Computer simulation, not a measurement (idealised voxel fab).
The document below concerns the process module designated voxel lift off.
Each square cell in cross-section cut measures 5 nm, and the section as a whole is 290 nm wide.
Cross-section = grid of square cells, listed top down in bands; band = one or more rows. Look at the band entry: it leads with the top's height and the bottom's height in nm. Then it lists the materials left to right, with a width in nm for each. The word "everywhere" on a single material says that material fills the band edge to edge. The word "blank" is empty space. Heights from 0 (as-received wafer is one material below). Bottom band endless downward, as "z 0 and below". Top row gets the first number, bottom row gets the second, and each row in between changes by the same step: that is how a band width like "30 to 40" works. "identical to before", as given for a step, is the statement that not any cell of the cross-section underwent a change during that step. Look at "Closed voids list" for the closed voids: empty spaces with no open path to the top, sized 8 cells or up. Each is width x height at distance, distance from the left edge, all nm. On each step's line, the part that comes after the settings is the simulator's own comment on the step. overlay nm: where the mask lay relative to plan, measured to the right, on steps with a mask; negatives go left.

[Process steps - plan]
1: RECEIVE: material Si
2: CONFORMAL_DEP: material SiO2, thk nm 10
3: PATTERN: tone open, mask id LINES, material resist, width nm 20, pitch nm 35, thk nm 20, overlay nm 0
4: DIRECTIONAL_DEP: material Ru, thk nm 10
5: STRIP: etch materials resist
6: CONFORMAL_DEP: material SiCN, thk nm 5

[First of two wafers, with the run carried out as planned]

[Cross-section: wafer on arrival = after step 1]
> z 0 and below: Si everywhere
> Closed voids list: none

[Once step 2 is through, the wafer looks like this in cross-section]
> z 10 to 0: SiO2 everywhere
> At heights below 0, the structure remains unaltered.

[Once step 3 is through, the wafer looks like this in cross-section]
> z 30 to 10: resist (80), then blank (20), then resist (15), then blank (20), then resist (15), then blank (20), then resist (15), then blank (20), then resist (85)
> At heights below 10, the structure remains unaltered.

[Once step 4 is through, the wafer looks like this in cross-section]
> z 40 to 30: Ru (80), then blank (20), then Ru (15), then blank (20), then Ru (15), then blank (20), then Ru (15), then blank (20), then Ru (85)
> z 30 to 20: resist (80), then blank (20), then resist (15), then blank (20), then resist (15), then blank (20), then resist (15), then blank (20), then resist (85)
> z 20 to 10: resist (80), then Ru (20), then resist (15), then Ru (20), then resist (15), then Ru (20), then resist (15), then Ru (20), then resist (85)
> At heights below 10, the structure remains unaltered.

[Once step 5 is through, the wafer looks like this in cross-section]
> z 20 to 10: blank (80), then Ru (20), then blank (15), then Ru (20), then blank (15), then Ru (20), then blank (15), then Ru (20), then blank (85)
> At heights below 10, the structure remains unaltered.

[Once step 6 is through, the wafer looks like this in cross-section]
> z 25 to 20: blank (75), then SiCN (30), then blank (5), then SiCN (30), then blank (5), then SiCN (30), then blank (5), then SiCN (30), then blank (80)
> z 20 to 15: blank (75), then SiCN (5), then Ru (20), then SiCN (5), then blank (5), then SiCN (5), then Ru (20), then SiCN (5), then blank (5), then SiCN (5), then Ru (20), then SiCN (5), then blank (5), then SiCN (5), then Ru (20), then SiCN (5), then blank (80)
> z 15 to 10: SiCN (80), then Ru (20), then SiCN (15), then Ru (20), then SiCN (15), then Ru (20), then SiCN (15), then Ru (20), then SiCN (85)
> At heights below 10, the structure remains unaltered.

[Now the other wafer: same start, same recipe, but we messed up one thing when running it. Up to and including step 2 it's the same as the first one]

[Cross-sectional representation of the second wafer at the time designated in the plan for the completion of step 3]
> z 30 to 10: blank (80), then resist (20), then blank (15), then resist (20), then blank (15), then resist (20), then blank (15), then resist (20), then blank (85)
> At heights below 10, the structure remains unaltered.

[Cross-sectional representation of the second wafer at the time designated in the plan for the completion of step 4]
> z 40 to 30: blank (80), then Ru (20), then blank (15), then Ru (20), then blank (15), then Ru (20), then blank (15), then Ru (20), then blank (85)
> z 30 to 20: blank (80), then resist (20), then blank (15), then resist (20), then blank (15), then resist (20), then blank (15), then resist (20), then blank (85)
> z 20 to 10: Ru (80), then resist (20), then Ru (15), then resist (20), then Ru (15), then resist (20), then Ru (15), then resist (20), then Ru (85)
> At heights below 10, the structure remains unaltered.

[Cross-sectional representation of the second wafer at the time designated in the plan for the completion of step 5]
> z 20 to 10: Ru (80), then blank (20), then Ru (15), then blank (20), then Ru (15), then blank (20), then Ru (15), then blank (20), then Ru (85)
> At heights below 10, the structure remains unaltered.

[Cross-sectional representation of the second wafer at the time designated in the plan for the completion of step 6]
> z 25 to 20: SiCN (85), then blank (10), then SiCN (25), then blank (10), then SiCN (25), then blank (10), then SiCN (25), then blank (10), then SiCN (90)
> z 20 to 15: Ru (80), then SiCN (5), then blank (10), then SiCN (5), then Ru (15), then SiCN (5), then blank (10), then SiCN (5), then Ru (15), then SiCN (5), then blank (10), then SiCN (5), then Ru (15), then SiCN (5), then blank (10), then SiCN (5), then Ru (85)
> z 15 to 10: Ru (80), then SiCN (20), then Ru (15), then SiCN (20), then Ru (15), then SiCN (20), then Ru (15), then SiCN (20), then Ru (85)
> At heights below 10, the structure remains unaltered.
Against the plan, the run slipped here: step 3 went in with a setting other than planned; the actual run was PATTERN: tone cover, mask id LINES, material resist, width nm 20, pitch nm 35, thk nm 20, overlay nm 0
Count the cells at the end and the second wafer has more or fewer of some materials than the first: Ru +52
